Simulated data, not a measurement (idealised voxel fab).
Title: Process Module voxel gate over fins
Cross-sectional view cut (width: 235 nm; square cell size: 5 nm).
This document writes a cross-section as a grid whose cells are square, and gives it as bands, listed from the top down; one or more rows of cells form a band.
Top, bottom (nm), then materials left to right with widths (nm); lone material tagged "throughout" fills the whole band edge to edge; "empty" = empty space.
Below 0: as-received wafer, all one material; heights counted from there. Lowest band: no bottom, goes on down, written "0..down".
A width given as "30 to 40" starts at the first number in the band's top row and ends at the second number in its bottom row, shifting by an equal amount at every step from row to row.
A step reported as "all unchanged" is a step in which no cell of the cross-section changed.
Voids not open to the top, 8 cells minimum: see "Closed void register". Written width x height at distance; distance is from the left edge; nm.
Note: text after step settings on the step line = simulator remark on that step.
The line of a step may include "overlay nm". On a step with a mask, this value is how far to the right of its planned place the mask lay. A negative value means the mask lay to the left.
This section lists the process steps that were planned
| 1 | RECEIVE, material Si |
| 2 | CONFORMAL_DEP, material SiN, thk nm 5 |
| 3 | PATTERN, tone cover, mask id FINS, material resist, width nm 15, pitch nm 35, thk nm 15, overlay nm 0 |
| 4 | DIRECTIONAL_ETCH, etch materials SiN, depth nm 5 |
| 5 | DIRECTIONAL_ETCH, etch materials Si, depth nm 35 |
| 6 | STRIP, etch materials resist |
| 7 | FILL_DEP, material SiO2, thk nm 5 |
| 8 | CMP, height nm 5 |
| 9 | SELECTIVE_ETCH, etch materials SiO2, depth nm 15 |
| 10 | STRIP, etch materials SiN |
| 11 | CONFORMAL_DEP, material HfO2, thk nm 5 |
| 12 | CONFORMAL_DEP, material TiN, thk nm 5 |
| 13 | FILL_DEP, material W, thk nm 10 |
| 14 | CMP, height nm 15 |
| 15 | CONFORMAL_DEP, material SiN, thk nm 5 |
On the first of the two wafers: run conducted according to plan
The cross-section here shows the wafer as received, i.e. in its state after step 1
> 0..down | Si throughout
> Closed void register: none
After step 2: wafer cross-section
> 5..0 | SiN throughout
> All layers under 0 are left as they were.
After step 3: wafer cross-section
> 20..5 | 75 nm empty, 15 nm resist, 20 nm empty, 15 nm resist, 20 nm empty, 15 nm resist, 75 nm empty
> All layers under 5 are left as they were.
After step 4: wafer cross-section
> 20..5 | 75 nm empty, 15 nm resist, 20 nm empty, 15 nm resist, 20 nm empty, 15 nm resist, 75 nm empty
> 5..0 | 75 nm empty, 15 nm SiN, 20 nm empty, 15 nm SiN, 20 nm empty, 15 nm SiN, 75 nm empty
> All layers under 0 are left as they were.
After step 5: wafer cross-section
> 20..5 | 75 nm empty, 15 nm resist, 20 nm empty, 15 nm resist, 20 nm empty, 15 nm resist, 75 nm empty
> 5..0 | 75 nm empty, 15 nm SiN, 20 nm empty, 15 nm SiN, 20 nm empty, 15 nm SiN, 75 nm empty
> 0..-35 | 75 nm empty, 15 nm Si, 20 nm empty, 15 nm Si, 20 nm empty, 15 nm Si, 75 nm empty
> All layers under -35 are left as they were.
After step 6: wafer cross-section
> 5..0 | 75 nm empty, 15 nm SiN, 20 nm empty, 15 nm SiN, 20 nm empty, 15 nm SiN, 75 nm empty
> All layers under 0 are left as they were.
After step 7: wafer cross-section
> 10..5 | SiO2 throughout
> 5..0 | 75 nm SiO2, 15 nm SiN, 20 nm SiO2, 15 nm SiN, 20 nm SiO2, 15 nm SiN, 75 nm SiO2
> 0..-35 | 75 nm SiO2, 15 nm Si, 20 nm SiO2, 15 nm Si, 20 nm SiO2, 15 nm Si, 75 nm SiO2
> All layers under -35 are left as they were.
After step 8: wafer cross-section
> 5..0 | 75 nm SiO2, 15 nm SiN, 20 nm SiO2, 15 nm SiN, 20 nm SiO2, 15 nm SiN, 75 nm SiO2
> All layers under 0 are left as they were.
After step 9: wafer cross-section
> 5..0 | 75 nm empty, 15 nm SiN, 20 nm empty, 15 nm SiN, 20 nm empty, 15 nm SiN, 75 nm empty
> 0..-10 | 75 nm empty, 15 nm Si, 20 nm empty, 15 nm Si, 20 nm empty, 15 nm Si, 75 nm empty
> All layers under -10 are left as they were.
After step 10: wafer cross-section
> 0..-10 | 75 nm empty, 15 nm Si, 20 nm empty, 15 nm Si, 20 nm empty, 15 nm Si, 75 nm empty
> All layers under -10 are left as they were.
After step 11: wafer cross-section
> 5..0 | 70 nm empty, 25 nm HfO2, 10 nm empty, 25 nm HfO2, 10 nm empty, 25 nm HfO2, 70 nm empty
> 0..-5 | 70 nm empty, 5 nm HfO2, 15 nm Si, 5 nm HfO2, 10 nm empty, 5 nm HfO2, 15 nm Si, 5 nm HfO2, 10 nm empty, 5 nm HfO2, 15 nm Si, 5 nm HfO2, 70 nm empty
> -5..-10 | 75 nm HfO2, 15 nm Si, 20 nm HfO2, 15 nm Si, 20 nm HfO2, 15 nm Si, 75 nm HfO2
> All layers under -10 are left as they were.
After step 12: wafer cross-section
> 10..5 | 65 nm empty, 105 nm TiN, 65 nm empty
> 5..0 | 65 nm empty, 5 nm TiN, 25 nm HfO2, 10 nm TiN, 25 nm HfO2, 10 nm TiN, 25 nm HfO2, 5 nm TiN, 65 nm empty
> 0..-5 | 70 nm TiN, 5 nm HfO2, 15 nm Si, 5 nm HfO2, 10 nm TiN, 5 nm HfO2, 15 nm Si, 5 nm HfO2, 10 nm TiN, 5 nm HfO2, 15 nm Si, 5 nm HfO2, 70 nm TiN
> All layers under -5 are left as they were.
After step 13: wafer cross-section
> 20..10 | W throughout
> 10..5 | 65 nm W, 105 nm TiN, 65 nm W
> 5..0 | 65 nm W, 5 nm TiN, 25 nm HfO2, 10 nm TiN, 25 nm HfO2, 10 nm TiN, 25 nm HfO2, 5 nm TiN, 65 nm W
> All layers under 0 are left as they were.
After step 14: wafer cross-section
> 15..10 | W throughout
> All layers under 10 are left as they were.
After step 15: wafer cross-section
> 20..15 | SiN throughout
> All layers under 15 are left as they were.
Wafer two: like wafer one in start and plan, but with one mistake in execution; identical up to and including step 8
Cross-section of the second wafer at the time by which step 9 should have been completed according to the plan
> 5..0 | 75 nm empty, 15 nm SiN, 20 nm empty, 15 nm SiN, 20 nm empty, 15 nm SiN, 75 nm empty
> 0..-25 | 75 nm empty, 15 nm Si, 20 nm empty, 15 nm Si, 20 nm empty, 15 nm Si, 75 nm empty
> All layers under -25 are left as they were.
Cross-section of the second wafer at the time by which step 10 should have been completed according to the plan
> 0..-25 | 75 nm empty, 15 nm Si, 20 nm empty, 15 nm Si, 20 nm empty, 15 nm Si, 75 nm empty
> All layers under -25 are left as they were.
Cross-section of the second wafer at the time by which step 11 should have been completed according to the plan
> 5..0 | 70 nm empty, 25 nm HfO2, 10 nm empty, 25 nm HfO2, 10 nm empty, 25 nm HfO2, 70 nm empty
> 0..-20 | 70 nm empty, 5 nm HfO2, 15 nm Si, 5 nm HfO2, 10 nm empty, 5 nm HfO2, 15 nm Si, 5 nm HfO2, 10 nm empty, 5 nm HfO2, 15 nm Si, 5 nm HfO2, 70 nm empty
> -20..-25 | 75 nm HfO2, 15 nm Si, 20 nm HfO2, 15 nm Si, 20 nm HfO2, 15 nm Si, 75 nm HfO2
> All layers under -25 are left as they were.
Cross-section of the second wafer at the time by which step 12 should have been completed according to the plan
> 10..5 | 65 nm empty, 105 nm TiN, 65 nm empty
> 5..0 | 65 nm empty, 5 nm TiN, 25 nm HfO2, 10 nm TiN, 25 nm HfO2, 10 nm TiN, 25 nm HfO2, 5 nm TiN, 65 nm empty
> 0..-15 | 65 nm empty, 5 nm TiN, 5 nm HfO2, 15 nm Si, 5 nm HfO2, 10 nm TiN, 5 nm HfO2, 15 nm Si, 5 nm HfO2, 10 nm TiN, 5 nm HfO2, 15 nm Si, 5 nm HfO2, 5 nm TiN, 65 nm empty
> -15..-20 | 70 nm TiN, 5 nm HfO2, 15 nm Si, 5 nm HfO2, 10 nm TiN, 5 nm HfO2, 15 nm Si, 5 nm HfO2, 10 nm TiN, 5 nm HfO2, 15 nm Si, 5 nm HfO2, 70 nm TiN
> All layers under -20 are left as they were.
Cross-section of the second wafer at the time by which step 13 should have been completed according to the plan
> 20..10 | W throughout
> 10..5 | 65 nm W, 105 nm TiN, 65 nm W
> 5..0 | 65 nm W, 5 nm TiN, 25 nm HfO2, 10 nm TiN, 25 nm HfO2, 10 nm TiN, 25 nm HfO2, 5 nm TiN, 65 nm W
> 0..-15 | 65 nm W, 5 nm TiN, 5 nm HfO2, 15 nm Si, 5 nm HfO2, 10 nm TiN, 5 nm HfO2, 15 nm Si, 5 nm HfO2, 10 nm TiN, 5 nm HfO2, 15 nm Si, 5 nm HfO2, 5 nm TiN, 65 nm W
> All layers under -15 are left as they were.
Cross-section of the second wafer at the time by which step 14 should have been completed according to the plan
> 15..10 | W throughout
> All layers under 10 are left as they were.
Cross-section of the second wafer at the time by which step 15 should have been completed according to the plan
> 20..15 | SiN throughout
> All layers under 15 are left as they were.
Short version of what went wrong: plan step 9 was twice executed
Final tally in cells, some materials are higher or lower on the second wafer than on the first: HfO2 +18; SiO2 -114; TiN +18; W +78
